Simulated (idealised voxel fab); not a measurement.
Name of the process module below: voxel tone inversion
In the cross-section labelled cut, the width is 270 nm and each square cell is 5 nm.
Just so we're on the same page, the cross-sections are grids of square cells, and they're listed out in bands top to bottom, each band one or more rows deep. Band entry format. Leading values: height of top, height of bottom, nm. Remainder: materials in left-to-right order, each with its width in nm. Special words: "throughout" on a single material, which then fills the band edge to edge; "blank", empty space. Where do heights start? At 0: under that level the wafer as delivered is made of one material only. And the lowest band has no floor; it just carries on downward, as in "top 0, no bottom". Graded width ("30->40"): value in top row of band = first number; value in bottom row = second number; row-to-row change constant. It should be understood that the words "everything unchanged", when stated for a given step, signify that the cross-section underwent no change in any of its cells during that step. Closed empty spaces (no open way to the top) of 8 cells or more are what "Non-vented voids" lists, each as width x height at distance from the left edge, nm for all three. What comes after the settings on a step's line is commentary from the simulator itself on that step. A step's line can hold "overlay nm"; with a mask on that step, the setting says how far right of the planned place the mask lay, while a negative setting says it lay to the left.

[The planned process steps are enumerated hereunder]
1 RECEIVE, material Si
2 CONFORMAL_DEP, material SiN, thk nm 10
3 DIRECTIONAL_DEP, material polySi, thk nm 15
4 PATTERN, tone cover, mask id POSTS, material resist, width nm 20, pitch nm 40, thk nm 25, overlay nm 0
5 DIRECTIONAL_ETCH, etch materials polySi, depth nm 15
6 STRIP, etch materials resist
7 FILL_DEP, material lowk, thk nm 5
8 CMP, height nm 25
9 STRIP, etch materials polySi
10 CONFORMAL_DEP, material TiN, thk nm 5
11 FILL_DEP, material Ru, thk nm 10
12 CMP, height nm 25
13 CONFORMAL_DEP, material SiCN, thk nm 5

[The first of the two wafers, which ran as planned]

[Received-state cross-section, reflecting completion of step 1]
  top 0, no bottom = Si throughout
  Non-vented voids: none

[Wafer xsec, post step 2]
  top 10, bottom 0 = SiN throughout
  Under 0: no change, same as before.

[Wafer xsec, post step 3]
  top 25, bottom 10 = polySi throughout
  Under 10: no change, same as before.

[Wafer xsec, post step 4]
  top 50, bottom 25 = 85 of blank  20 of resist  20 of blank  20 of resist  20 of blank  20 of resist  85 of blank
  Under 25: no change, same as before.

[Wafer xsec, post step 5]
  top 50, bottom 25 = 85 of blank  20 of resist  20 of blank  20 of resist  20 of blank  20 of resist  85 of blank
  top 25, bottom 10 = 85 of blank  20 of polySi  20 of blank  20 of polySi  20 of blank  20 of polySi  85 of blank
  Under 10: no change, same as before.

[Wafer xsec, post step 6]
  top 25, bottom 10 = 85 of blank  20 of polySi  20 of blank  20 of polySi  20 of blank  20 of polySi  85 of blank
  Under 10: no change, same as before.

[Wafer xsec, post step 7]
  top 30, bottom 25 = lowk throughout
  top 25, bottom 10 = 85 of lowk  20 of polySi  20 of lowk  20 of polySi  20 of lowk  20 of polySi  85 of lowk
  Under 10: no change, same as before.

[Wafer xsec, post step 8]
  top 25, bottom 10 = 85 of lowk  20 of polySi  20 of lowk  20 of polySi  20 of lowk  20 of polySi  85 of lowk
  Under 10: no change, same as before.

[Wafer xsec, post step 9]
  top 25, bottom 10 = 85 of lowk  20 of blank  20 of lowk  20 of blank  20 of lowk  20 of blank  85 of lowk
  Under 10: no change, same as before.

[Wafer xsec, post step 10]
  top 30, bottom 25 = 90 of TiN  10 of blank  30 of TiN  10 of blank  30 of TiN  10 of blank  90 of TiN
  top 25, bottom 15 = 85 of lowk  5 of TiN  10 of blank  5 of TiN  20 of lowk  5 of TiN  10 of blank  5 of TiN  20 of lowk  5 of TiN  10 of blank  5 of TiN  85 of lowk
  top 15, bottom 10 = 85 of lowk  20 of TiN  20 of lowk  20 of TiN  20 of lowk  20 of TiN  85 of lowk
  Under 10: no change, same as before.

[Wafer xsec, post step 11]
  top 40, bottom 30 = Ru throughout
  top 30, bottom 25 = 90 of TiN  10 of Ru  30 of TiN  10 of Ru  30 of TiN  10 of Ru  90 of TiN
  top 25, bottom 15 = 85 of lowk  5 of TiN  10 of Ru  5 of TiN  20 of lowk  5 of TiN  10 of Ru  5 of TiN  20 of lowk  5 of TiN  10 of Ru  5 of TiN  85 of lowk
  Under 15: no change, same as before.

[Wafer xsec, post step 12]
  top 25, bottom 15 = 85 of lowk  5 of TiN  10 of Ru  5 of TiN  20 of lowk  5 of TiN  10 of Ru  5 of TiN  20 of lowk  5 of TiN  10 of Ru  5 of TiN  85 of lowk
  Under 15: no change, same as before.

[Wafer xsec, post step 13]
  top 30, bottom 25 = SiCN throughout
  Under 25: no change, same as before.

[Wafer two of two - same starting point, same process plan, one mistake in execution; matches wafer one up to and including step 3]

[Cross-section: second wafer, time at which step 4 was scheduled to end]
  top 50, bottom 25 = 85 of resist  20 of blank  20 of resist  20 of blank  20 of resist  20 of blank  85 of resist
  Under 25: no change, same as before.

[Cross-section: second wafer, time at which step 5 was scheduled to end]
  top 50, bottom 25 = 85 of resist  20 of blank  20 of resist  20 of blank  20 of resist  20 of blank  85 of resist
  top 25, bottom 10 = 85 of polySi  20 of blank  20 of polySi  20 of blank  20 of polySi  20 of blank  85 of polySi
  Under 10: no change, same as before.

[Cross-section: second wafer, time at which step 6 was scheduled to end]
  top 25, bottom 10 = 85 of polySi  20 of blank  20 of polySi  20 of blank  20 of polySi  20 of blank  85 of polySi
  Under 10: no change, same as before.

[Cross-section: second wafer, time at which step 7 was scheduled to end]
  top 30, bottom 25 = lowk throughout
  top 25, bottom 10 = 85 of polySi  20 of lowk  20 of polySi  20 of lowk  20 of polySi  20 of lowk  85 of polySi
  Under 10: no change, same as before.

[Cross-section: second wafer, time at which step 8 was scheduled to end]
  top 25, bottom 10 = 85 of polySi  20 of lowk  20 of polySi  20 of lowk  20 of polySi  20 of lowk  85 of polySi
  Under 10: no change, same as before.

[Cross-section: second wafer, time at which step 9 was scheduled to end]
  top 25, bottom 10 = 85 of blank  20 of lowk  20 of blank  20 of lowk  20 of blank  20 of lowk  85 of blank
  Under 10: no change, same as before.

[Cross-section: second wafer, time at which step 10 was scheduled to end]
  top 30, bottom 25 = 80 of blank  30 of TiN  10 of blank  30 of TiN  10 of blank  30 of TiN  80 of blank
  top 25, bottom 15 = 80 of blank  5 of TiN  20 of lowk  5 of TiN  10 of blank  5 of TiN  20 of lowk  5 of TiN  10 of blank  5 of TiN  20 of lowk  5 of TiN  80 of blank
  top 15, bottom 10 = 85 of TiN  20 of lowk  20 of TiN  20 of lowk  20 of TiN  20 of lowk  85 of TiN
  Under 10: no change, same as before.

[Cross-section: second wafer, time at which step 11 was scheduled to end]
  top 40, bottom 30 = Ru throughout
  top 30, bottom 25 = 80 of Ru  30 of TiN  10 of Ru  30 of TiN  10 of Ru  30 of TiN  80 of Ru
  top 25, bottom 15 = 80 of Ru  5 of TiN  20 of lowk  5 of TiN  10 of Ru  5 of TiN  20 of lowk  5 of TiN  10 of Ru  5 of TiN  20 of lowk  5 of TiN  80 of Ru
  Under 15: no change, same as before.

[Cross-section: second wafer, time at which step 12 was scheduled to end]
  top 25, bottom 15 = 80 of Ru  5 of TiN  20 of lowk  5 of TiN  10 of Ru  5 of TiN  20 of lowk  5 of TiN  10 of Ru  5 of TiN  20 of lowk  5 of TiN  80 of Ru
  Under 15: no change, same as before.

[Cross-section: second wafer, time at which step 13 was scheduled to end]
  top 30, bottom 25 = SiCN throughout
  Under 25: no change, same as before.
Where did the run depart from the plan? heads up, step 4 didn't go per plan, it actually ran as PATTERN, tone open, mask id POSTS, material resist, width nm 20, pitch nm 40, thk nm 25, overlay nm 0
End check, counted in cells, second wafer has more or fewer of these materials than the first: Ru +60 | TiN +30 | lowk -90
